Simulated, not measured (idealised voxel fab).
Name of the process module below: voxel spacer lines
Displayed cross-section: cut, width of 200 nm, square cells sized 5 nm.
Cross-section, as written here: a square-cell grid given band by band from the top down, where a band holds one or more rows of cells.
Read a band's entry like this: the first values are the height of its top and the height of its bottom in nm, and what follows is the sequence of materials from left to right, each with its width in nm. Note that "empty" is empty space, and that a single material marked "everywhere" reaches across the band from edge to edge.
Heights are measured from 0, the level below which the as-received wafer is all one material; the lowest band has no bottom and continues downward, written as in "0..down".
The expression "30..40" gives the width at the extremes of the band, the first number at its top row of cells and the second at its bottom row, with the width changing by equal amounts from each row to the next in between.
"remained the same" (step): cross-section cells unchanged, all of them.
The label "Enclosed void inventory" introduces a list of the empty spaces, 8 cells or larger, that have no open way up to the top; each entry in it reads width x height at distance, where the distance is taken from the left edge and all three are stated in nm.
What comes after the settings on a step's line is commentary from the simulator itself on that step.
Steps that use a mask can have "overlay nm" on their line. It says how far the mask sat to the right of where it was meant to be. Negative means to the left.

## Here's what the planned process steps look like
1 RECEIVE, material Si
2 CONFORMAL_DEP, material Al2O3, thk nm 10
3 DIRECTIONAL_DEP, material W, thk nm 20
4 DIRECTIONAL_DEP, material aC, thk nm 20
5 PATTERN, tone cover, mask id MANDREL, material resist, width nm 20, pitch nm 60, thk nm 25, overlay nm 0
6 DIRECTIONAL_ETCH, etch materials aC, depth nm 20
7 STRIP, etch materials resist
8 CONFORMAL_DEP, material SiN, thk nm 10
9 DIRECTIONAL_ETCH, etch materials SiN, depth nm 10
10 STRIP, etch materials aC
11 DIRECTIONAL_ETCH, etch materials W, depth nm 20
12 STRIP, etch materials SiN

## Delivered wafer in cross-section: state after step 1
	0..down | Si everywhere
	Enclosed void inventory: none

## Wafer cross-section at module end: first of two, run to plan
	30..10 | 20 of empty, then 10 of W, then 20 of empty, then 10 of W, then 20 of empty, then 10 of W, then 20 of empty, then 10 of W, then 20 of empty, then 10 of W, then 20 of empty, then 10 of W, then 20 of empty
	10..0 | Al2O3 everywhere
	0..down | Si everywhere
	Enclosed void inventory: none

## Second wafer of the two, sectioned at the end of the module. It began like the first and followed the same plan, but one mistake was made while running it
	20..0 | 20 of empty, then 10 of W, then 20 of empty, then 10 of W, then 20 of empty, then 10 of W, then 20 of empty, then 10 of W, then 20 of empty, then 10 of W, then 20 of empty, then 10 of W, then 20 of empty
	0..down | Si everywhere
	Enclosed void inventory: none
Short version of what went wrong: plan step 2 never ran because it was skipped
Per the end-of-run cell counts, the second wafer holds more or fewer of some materials than the first: Al2O3: 80 fewer
